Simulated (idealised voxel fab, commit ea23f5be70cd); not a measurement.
A process module follows: voxel self aligned vias.
230 nm wide, 5 nm square cells: that's cross-section cut.
Format of a cross-section: grid, square cells. Given as bands. Order: top down. Band: one or more rows of cells.
Per band: top height and bottom height in nm, followed by the left-to-right materials and their widths in nm; "everywhere" marks a single material spanning edge to edge, "empty" marks empty space.
Measure heights from 0. That's the level where, below it, the as-received wafer is all one material. The lowest band is bottomless and extends downward; write it as in "0..down".
Width spec "30..40" -> top row of cells at first value, bottom row at second value, equal per-row change in between.
What does "left unchanged" mean for a step? It means no cell of the cross-section changed in that step.
What "Voids, enclosed" gives you is every empty space of 8 cells or more that is cut off from the top. Each appears as width x height at distance, with the distance taken from the left edge and width, height and distance all in nm.
Past the settings on a step's line: simulator remark, on that step.
You can add "overlay nm" to a step's line. For a step with a mask, it describes how far the mask lay to the right of its planned position, and a negative number describes a lay to the left.
The process steps that were planned are listed below
1) RECEIVE | material Si
2) CONFORMAL_DEP | material SiO2 | thk nm 10
3) CONFORMAL_DEP | material SiCN | thk nm 5
4) DIRECTIONAL_DEP | material SiO2 | thk nm 25
5) PATTERN | tone open | mask id LINES | material resist | width nm 20 | pitch nm 55 | thk nm 20 | overlay nm 0
6) DIRECTIONAL_ETCH | etch materials SiO2 | depth nm 25
7) STRIP | etch materials resist
8) CONFORMAL_DEP | material TiN | thk nm 5
9) FILL_DEP | material W | thk nm 5
10) CMP | height nm 40
11) SELECTIVE_ETCH | etch materials W Ru TiN | depth nm 10
12) FILL_DEP | material SiN | thk nm 10
13) CMP | height nm 40
14) DIRECTIONAL_DEP | material SiO2 | thk nm 20
15) DIRECTIONAL_DEP | material aC | thk nm 15
16) PATTERN | tone open | mask id VIAS | material resist | width nm 40 | pitch nm 55 | thk nm 30 | overlay nm 0
17) DIRECTIONAL_ETCH | etch materials aC | depth nm 15
18) STRIP | etch materials resist
19) DIRECTIONAL_ETCH | etch materials SiO2 | depth nm 20
20) DIRECTIONAL_ETCH | etch materials SiN | depth nm 10
21) STRIP | etch materials aC
22) CONFORMAL_DEP | material TiN | thk nm 5
23) FILL_DEP | material Ru | thk nm 5
24) CMP | height nm 60
25) CONFORMAL_DEP | material SiCN | thk nm 5
Incoming wafer in cross-section (state: after step 1)
* 0..down | Si everywhere
* Voids, enclosed: none
The first of two wafers, cross-sectioned at the end of the module, with the run proceeding as planned
* 65..60 | SiCN everywhere
* 60..45 | SiO2=65, then TiN=5, then Ru=30, then TiN=5, then SiO2=15, then TiN=5, then Ru=30, then TiN=5, then SiO2=70
* 45..35 | SiO2=65..75, then TiN=15..5, then Ru=10, then TiN=15..5, then SiO2=15..35, then TiN=15..5, then Ru=10, then TiN=15..5, then SiO2=70..80
* 35..30 | SiO2=75, then TiN=20, then SiO2=35, then TiN=20, then SiO2=80
* 30..20 | SiO2=75, then TiN=5, then W=10, then TiN=5, then SiO2=35, then TiN=5, then W=10, then TiN=5, then SiO2=80
* 20..15 | SiO2=75, then TiN=20, then SiO2=35, then TiN=20, then SiO2=80
* 15..10 | SiCN everywhere
* 10..0 | SiO2 everywhere
* 0..down | Si everywhere
* Voids, enclosed: none
Wafer two, end of module, cross-section. Same start, same plan as wafer one. One mistake in the run
* 65..60 | SiCN everywhere
* 60..40 | SiO2=65, then TiN=5, then Ru=30, then TiN=5, then SiO2=15, then TiN=5, then Ru=30, then TiN=5, then SiO2=70
* 40..35 | SiN=65, then TiN=15, then Ru=10, then TiN=15, then SiN=15, then TiN=15, then Ru=10, then TiN=15, then SiN=70
* 35..30 | SiO2=75, then TiN=20, then SiO2=35, then TiN=20, then SiO2=80
* 30..15 | SiO2=75, then TiN=5, then W=10, then TiN=5, then SiO2=35, then TiN=5, then W=10, then TiN=5, then SiO2=80
* 15..10 | SiO2=75, then TiN=20, then SiO2=35, then TiN=20, then SiO2=80
* 10..0 | SiO2 everywhere
* 0..down | Si everywhere
* Voids, enclosed: none
Nonconformance to the process plan: step 3 in the plan did not get run; it was skipped
Wrapping up, a cell-based count of both wafers puts the second over or under the first for these materials: Ru: 8 more | SiCN: 46 fewer | SiN: 30 more | TiN: 4 more | W: 4 more
